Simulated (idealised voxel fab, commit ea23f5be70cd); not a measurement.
Presented below is a process module, voxel lift off.
FYI the section here is cut, 250 nm wide, cells are 5 nm squares.
Reading order for cross-sections: top band down to bottom band. Underlying form: a grid of square cells. Band size: one or more rows of cells.
Look at the band entry: it leads with the top's height and the bottom's height in nm. Then it lists the materials left to right, with a width in nm for each. The word "throughout" on a single material says that material fills the band edge to edge. The word "air" is empty space.
Height datum 0, below which the as-received substrate wafer is one material. Lowest band open at the bottom, running downward: "z 0 and below".
Width spec "30->40" -> top row of cells at first value, bottom row at second value, equal per-row change in between.
"identical to before", as given for a step, is the statement that not any cell of the cross-section underwent a change during that step.
Entry "Closed internal cavities" = empty spaces >= 8 cells with no open way to the top; each as width x height at distance, distance from left edge, all nm.
What comes after the settings on a step's line is commentary from the simulator itself on that step.
overlay nm: how far to the right of its planned place the mask lay on this masked step (negative: to the left).

Below is the list of planned process steps:
| 1 | op RECEIVE | material Si |
| 2 | op CONFORMAL_DEP | material SiO2 | thk nm 15 |
| 3 | op PATTERN | tone open | mask id LINES | material resist | width nm 30 | pitch nm 55 | thk nm 30 | overlay nm 0 |
| 4 | op DIRECTIONAL_DEP | material Ru | thk nm 15 |
| 5 | op STRIP | etch materials resist |
| 6 | op CONFORMAL_DEP | material SiO2 | thk nm 10 |

Cross-sectional view of the wafer in its as-received condition, corresponding to the state after step 1:
> z 0 and below  Si throughout
> Closed internal cavities: none

Wafer cross-section at end of module: start and plan as shown above, one execution error:
> z 35 to 25  air: 70, SiO2: 50, air: 5, SiO2: 50, air: 75
> z 25 to 15  SiO2: 80, Ru: 30, SiO2: 25, Ru: 30, SiO2: 85
> z 15 to 0  SiO2 throughout
> z 0 and below  Si throughout
> Closed internal cavities: none
Where did the run depart from the plan? step 4 ran as: op DIRECTIONAL_DEP | material Ru | thk nm 10
